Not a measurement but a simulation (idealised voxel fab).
Process module, titled voxel gate over fins
Cross-section cut: width 230 nm, square cells of 5 nm.
The cross-sections in this document take the form of a grid made of square cells. They are written out as bands, in order from top to bottom. Each band consists of one or more rows of cells.
Band entry format. Leading values: height of top, height of bottom, nm. Remainder: materials in left-to-right order, each with its width in nm. Special words: "edge to edge" on a single material, which then fills the band edge to edge; "blank", empty space.
Zero point of the height axis is 0; under it, received wafer = one material. Lowest band: continues down indefinitely, "0 down".
Note: "30->40" means the width goes from the first number (top row of the band) to the second number (bottom row) in equal steps per row of cells.
Given "nothing got changed" for a step, no cell of the cross-section differs between before and after that step.
"Unvented internal voids" specifies each empty space that is not open to the top and that occupies no fewer than 8 cells, using the form width x height at distance, the distance measured from the left edge and all three quantities in nm.
On a step's line, text after the settings is the simulator commenting on that step.
For masked steps, "overlay nm" on the step line gives how far right of plan the mask actually lay; a minus sign means it lay to the left.
[Below is the list of planned process steps]
| 1 | RECEIVE, material Si |
| 2 | CONFORMAL_DEP, material SiN, thk nm 5 |
| 3 | PATTERN, tone cover, mask id FINS, material resist, width nm 15, pitch nm 50, thk nm 20, overlay nm -15 |
| 4 | DIRECTIONAL_ETCH, etch materials SiN, depth nm 5 |
| 5 | DIRECTIONAL_ETCH, etch materials Si, depth nm 40 |
| 6 | STRIP, etch materials resist |
| 7 | FILL_DEP, material SiO2, thk nm 15 |
| 8 | CMP, height nm 5 |
| 9 | PATTERN, tone open, mask id RAIL, material resist, width nm 15, thk nm 20, overlay nm 0 |
| 10 | DIRECTIONAL_ETCH, etch materials SiO2, depth nm 40 |
| 11 | STRIP, etch materials resist |
| 12 | CONFORMAL_DEP, material TiN, thk nm 5 |
| 13 | FILL_DEP, material Ru, thk nm 5 |
| 14 | CMP, height nm 5 |
| 15 | SELECTIVE_ETCH, etch materials W Ru TiN, depth nm 25 |
| 16 | FILL_DEP, material SiO2, thk nm 5 |
| 17 | CMP, height nm 5 |
| 18 | SELECTIVE_ETCH, etch materials SiO2, depth nm 15 |
| 19 | STRIP, etch materials SiN |
| 20 | CONFORMAL_DEP, material HfO2, thk nm 5 |
| 21 | CONFORMAL_DEP, material TiN, thk nm 5 |
| 22 | FILL_DEP, material W, thk nm 10 |
| 23 | CMP, height nm 15 |
| 24 | CONFORMAL_DEP, material SiCN, thk nm 10 |
Variable across wafers: step 3 overlay nm (plan value is that of the first wafer; starting state common to all).
[Step 1 complete: as-received cross-section of the first of several wafers]
- 0 down: Si edge to edge
- Unvented internal voids: none
[First wafer of several, cross-section, module end, after step 24 (last)]
- 25 to 15: SiCN edge to edge
- 15 to 10: W edge to edge
- 10 to 5: 30 W, then 35 TiN, then 15 W, then 35 TiN, then 15 W, then 35 TiN, then 65 W
- 5 to 0: 30 W, then 5 TiN, then 25 HfO2, then 5 TiN, then 15 W, then 5 TiN, then 25 HfO2, then 5 TiN, then 15 W, then 5 TiN, then 25 HfO2, then 5 TiN, then 65 W
- 0 to -5: 35 TiN, then 5 HfO2, then 15 Si, then 5 HfO2, then 25 TiN, then 5 HfO2, then 15 Si, then 5 HfO2, then 25 TiN, then 5 HfO2, then 15 Si, then 5 HfO2, then 70 TiN
- -5 to -10: 40 HfO2, then 15 Si, then 35 HfO2, then 15 Si, then 35 HfO2, then 15 Si, then 75 HfO2
- -10 to -20: 40 SiO2, then 15 Si, then 35 SiO2, then 15 Si, then 35 SiO2, then 15 Si, then 75 SiO2
- -20 to -35: 40 SiO2, then 15 Si, then 25 SiO2, then 10 TiN, then 15 Si, then 35 SiO2, then 15 Si, then 75 SiO2
- -35 to -40: 40 SiO2, then 15 Si, then 35 SiO2, then 15 Si, then 35 SiO2, then 15 Si, then 75 SiO2
- -40 down: Si edge to edge
- Unvented internal voids: none
[Cross-section at module completion, last wafer]
- 25 to 15: SiCN edge to edge
- 15 to 10: W edge to edge
- 10 to 5: 60 W, then 35 TiN, then 15 W, then 35 TiN, then 15 W, then 35 TiN, then 35 W
- 5 to 0: 60 W, then 5 TiN, then 25 HfO2, then 5 TiN, then 15 W, then 5 TiN, then 25 HfO2, then 5 TiN, then 15 W, then 5 TiN, then 25 HfO2, then 5 TiN, then 35 W
- 0 to -5: 65 TiN, then 5 HfO2, then 15 Si, then 5 HfO2, then 25 TiN, then 5 HfO2, then 15 Si, then 5 HfO2, then 25 TiN, then 5 HfO2, then 15 Si, then 5 HfO2, then 40 TiN
- -5 to -10: 70 HfO2, then 15 Si, then 35 HfO2, then 15 Si, then 35 HfO2, then 15 Si, then 45 HfO2
- -10 to -20: 70 SiO2, then 15 Si, then 35 SiO2, then 15 Si, then 35 SiO2, then 15 Si, then 45 SiO2
- -20 to -35: 70 SiO2, then 15 Si, then 10 TiN, then 25 SiO2, then 15 Si, then 35 SiO2, then 15 Si, then 45 SiO2
- -35 to -40: 70 SiO2, then 15 Si, then 35 SiO2, then 15 Si, then 35 SiO2, then 15 Si, then 45 SiO2
- -40 down: Si edge to edge
- Unvented internal voids: none
[Below, a row for every wafer. Read it as the end-of-module picture: for each material the wafer shows its cells gained (+) or lost (-) since it was received, and then its closed voids]
overlay nm -15 | +58 HfO2 | -296 Si | +92 SiCN | +216 SiO2 | +64 TiN | +96 W | Unvented internal voids: none
overlay nm -10 | +58 HfO2 | +2 Ru | -296 Si | +92 SiCN | +213 SiO2 | +65 TiN | +96 W | Unvented internal voids: none
overlay nm -5 | +58 HfO2 | +2 Ru | -296 Si | +92 SiCN | +213 SiO2 | +65 TiN | +96 W | Unvented internal voids: none
overlay nm 0 | +58 HfO2 | +2 Ru | -296 Si | +92 SiCN | +213 SiO2 | +65 TiN | +96 W | Unvented internal voids: none
overlay nm 5 | +58 HfO2 | +2 Ru | -296 Si | +92 SiCN | +213 SiO2 | +65 TiN | +96 W | Unvented internal voids: none
overlay nm 10 | +58 HfO2 | +2 Ru | -296 Si | +92 SiCN | +213 SiO2 | +65 TiN | +96 W | Unvented internal voids: none
overlay nm 15 | +58 HfO2 | -296 Si | +92 SiCN | +216 SiO2 | +64 TiN | +96 W | Unvented internal voids: none
